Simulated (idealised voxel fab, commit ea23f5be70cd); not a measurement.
Herein follows the process module entitled voxel trench capacitor.
The cross-section on display is named cut; it measures 260 nm wide, and its cells are 5 nm squares.
Throughout this document, each cross-section is represented as a grid of square cells and is presented as a sequence of bands enumerated from the top downward, where a band comprises one or more rows of cells. A band entry consists of two parts. The first gives the height of the band's top and the height of its bottom, in nm. The rest lists the band's materials from left to right, each with its width in nm. A single material labelled with the word "everywhere" fills the band from edge to edge, and the word "blank" marks empty space. Note: height 0 marks the level under which the wafer is uniformly one material as received. Lowest band unbounded below, written "0 -> down". A width given as "30 to 40" starts at the first number in the band's top row and ends at the second number in its bottom row, shifting by an equal amount at every step from row to row. "remains unaltered" (step): cross-section cells unchanged, all of them. Enclosed voids (no open way to top), threshold 8 cells or more, entry "Tabulated closed voids", notation width x height at distance, distance from left edge, nm. Read whatever lies past the settings on a step's line as the simulator's own remark about the step. overlay nm, on a step with a mask: how far to the right of its planned place the mask lay; to the left if negative.
**So here's the lineup of process steps we planned**
1: RECEIVE | material Si
2: CONFORMAL_DEP | material SiN | thk nm 10
3: PATTERN | tone open | mask id TRENCH | material resist | width nm 25 | pitch nm 45 | thk nm 15 | overlay nm 0
4: DIRECTIONAL_ETCH | etch materials SiN | depth nm 10
5: DIRECTIONAL_ETCH | etch materials Si | depth nm 40
6: STRIP | etch materials resist
7: CONFORMAL_DEP | material Al2O3 | thk nm 5
8: CONFORMAL_DEP | material TiN | thk nm 5
9: FILL_DEP | material W | thk nm 5
10: CMP | height nm 10
**So, the first of our two wafers, run just as we planned it**
**Wafer as received: cross-section following step 1**
    0 -> down  Si everywhere
    Tabulated closed voids: none
**State of the wafer after step 2, shown in cross-section**
    10 -> 0  SiN everywhere
    For the remainder of the cross-section, below 0, there is no change.
**State of the wafer after step 3, shown in cross-section**
    25 -> 10  resist (50), blank (25), resist (20), blank (25), resist (20), blank (25), resist (20), blank (25), resist (50)
    For the remainder of the cross-section, below 10, there is no change.
**State of the wafer after step 4, shown in cross-section**
    25 -> 10  resist (50), blank (25), resist (20), blank (25), resist (20), blank (25), resist (20), blank (25), resist (50)
    10 -> 0  SiN (50), blank (25), SiN (20), blank (25), SiN (20), blank (25), SiN (20), blank (25), SiN (50)
    For the remainder of the cross-section, below 0, there is no change.
**State of the wafer after step 5, shown in cross-section**
    25 -> 10  resist (50), blank (25), resist (20), blank (25), resist (20), blank (25), resist (20), blank (25), resist (50)
    10 -> 0  SiN (50), blank (25), SiN (20), blank (25), SiN (20), blank (25), SiN (20), blank (25), SiN (50)
    0 -> -40  Si (50), blank (25), Si (20), blank (25), Si (20), blank (25), Si (20), blank (25), Si (50)
    For the remainder of the cross-section, below -40, there is no change.
**State of the wafer after step 6, shown in cross-section**
    10 -> 0  SiN (50), blank (25), SiN (20), blank (25), SiN (20), blank (25), SiN (20), blank (25), SiN (50)
    For the remainder of the cross-section, below 0, there is no change.
**State of the wafer after step 7, shown in cross-section**
    15 -> 10  Al2O3 (55), blank (15), Al2O3 (30), blank (15), Al2O3 (30), blank (15), Al2O3 (30), blank (15), Al2O3 (55)
    10 -> 0  SiN (50), Al2O3 (5), blank (15), Al2O3 (5), SiN (20), Al2O3 (5), blank (15), Al2O3 (5), SiN (20), Al2O3 (5), blank (15), Al2O3 (5), SiN (20), Al2O3 (5), blank (15), Al2O3 (5), SiN (50)
    0 -> -35  Si (50), Al2O3 (5), blank (15), Al2O3 (5), Si (20), Al2O3 (5), blank (15), Al2O3 (5), Si (20), Al2O3 (5), blank (15), Al2O3 (5), Si (20), Al2O3 (5), blank (15), Al2O3 (5), Si (50)
    -35 -> -40  Si (50), Al2O3 (25), Si (20), Al2O3 (25), Si (20), Al2O3 (25), Si (20), Al2O3 (25), Si (50)
    For the remainder of the cross-section, below -40, there is no change.
**State of the wafer after step 8, shown in cross-section**
    20 -> 15  TiN (60), blank (5), TiN (40), blank (5), TiN (40), blank (5), TiN (40), blank (5), TiN (60)
    15 -> 10  Al2O3 (55), TiN (5), blank (5), TiN (5), Al2O3 (30), TiN (5), blank (5), TiN (5), Al2O3 (30), TiN (5), blank (5), TiN (5), Al2O3 (30), TiN (5), blank (5), TiN (5), Al2O3 (55)
    10 -> 0  SiN (50), Al2O3 (5), TiN (5), blank (5), TiN (5), Al2O3 (5), SiN (20), Al2O3 (5), TiN (5), blank (5), TiN (5), Al2O3 (5), SiN (20), Al2O3 (5), TiN (5), blank (5), TiN (5), Al2O3 (5), SiN (20), Al2O3 (5), TiN (5), blank (5), TiN (5), Al2O3 (5), SiN (50)
    0 -> -30  Si (50), Al2O3 (5), TiN (5), blank (5), TiN (5), Al2O3 (5), Si (20), Al2O3 (5), TiN (5), blank (5), TiN (5), Al2O3 (5), Si (20), Al2O3 (5), TiN (5), blank (5), TiN (5), Al2O3 (5), Si (20), Al2O3 (5), TiN (5), blank (5), TiN (5), Al2O3 (5), Si (50)
    -30 -> -35  Si (50), Al2O3 (5), TiN (15), Al2O3 (5), Si (20), Al2O3 (5), TiN (15), Al2O3 (5), Si (20), Al2O3 (5), TiN (15), Al2O3 (5), Si (20), Al2O3 (5), TiN (15), Al2O3 (5), Si (50)
    For the remainder of the cross-section, below -35, there is no change.
**State of the wafer after step 9, shown in cross-section**
    25 -> 20  W everywhere
    20 -> 15  TiN (60), W (5), TiN (40), W (5), TiN (40), W (5), TiN (40), W (5), TiN (60)
    15 -> 10  Al2O3 (55), TiN (5), W (5), TiN (5), Al2O3 (30), TiN (5), W (5), TiN (5), Al2O3 (30), TiN (5), W (5), TiN (5), Al2O3 (30), TiN (5), W (5), TiN (5), Al2O3 (55)
    10 -> 0  SiN (50), Al2O3 (5), TiN (5), W (5), TiN (5), Al2O3 (5), SiN (20), Al2O3 (5), TiN (5), W (5), TiN (5), Al2O3 (5), SiN (20), Al2O3 (5), TiN (5), W (5), TiN (5), Al2O3 (5), SiN (20), Al2O3 (5), TiN (5), W (5), TiN (5), Al2O3 (5), SiN (50)
    0 -> -30  Si (50), Al2O3 (5), TiN (5), W (5), TiN (5), Al2O3 (5), Si (20), Al2O3 (5), TiN (5), W (5), TiN (5), Al2O3 (5), Si (20), Al2O3 (5), TiN (5), W (5), TiN (5), Al2O3 (5), Si (20), Al2O3 (5), TiN (5), W (5), TiN (5), Al2O3 (5), Si (50)
    For the remainder of the cross-section, below -30, there is no change.
**State of the wafer after step 10, shown in cross-section**
    10 -> 0  SiN (50), Al2O3 (5), TiN (5), W (5), TiN (5), Al2O3 (5), SiN (20), Al2O3 (5), TiN (5), W (5), TiN (5), Al2O3 (5), SiN (20), Al2O3 (5), TiN (5), W (5), TiN (5), Al2O3 (5), SiN (20), Al2O3 (5), TiN (5), W (5), TiN (5), Al2O3 (5), SiN (50)
    For the remainder of the cross-section, below 0, there is no change.
**Second Wafer (Identical Start and Plan, One Processing Error; Matches First Wafer Through Step 6)**
**Look at the second wafer in cross-section at the time step 7 ought to have finished**
    25 -> 10  Al2O3 everywhere
    10 -> 0  SiN (50), Al2O3 (25), SiN (20), Al2O3 (25), SiN (20), Al2O3 (25), SiN (20), Al2O3 (25), SiN (50)
    0 -> -40  Si (50), Al2O3 (25), Si (20), Al2O3 (25), Si (20), Al2O3 (25), Si (20), Al2O3 (25), Si (50)
    For the remainder of the cross-section, below -40, there is no change.
**Look at the second wafer in cross-section at the time step 8 ought to have finished**
    30 -> 25  TiN everywhere
    For the remainder of the cross-section, below 25, there is no change.
**Look at the second wafer in cross-section at the time step 9 ought to have finished**
    35 -> 30  W everywhere
    For the remainder of the cross-section, below 30, there is no change.
**Look at the second wafer in cross-section at the time step 10 ought to have finished**
    10 -> 0  SiN (50), Al2O3 (25), SiN (20), Al2O3 (25), SiN (20), Al2O3 (25), SiN (20), Al2O3 (25), SiN (50)
    For the remainder of the cross-section, below 0, there is no change.
Short version of what went wrong: step 7 off recipe, ran as CONFORMAL_DEP | material Al2O3 | thk nm 15
Final tally in cells, some materials are higher or lower on the second wafer than on the first: +108 Al2O3, -76 TiN, -32 W
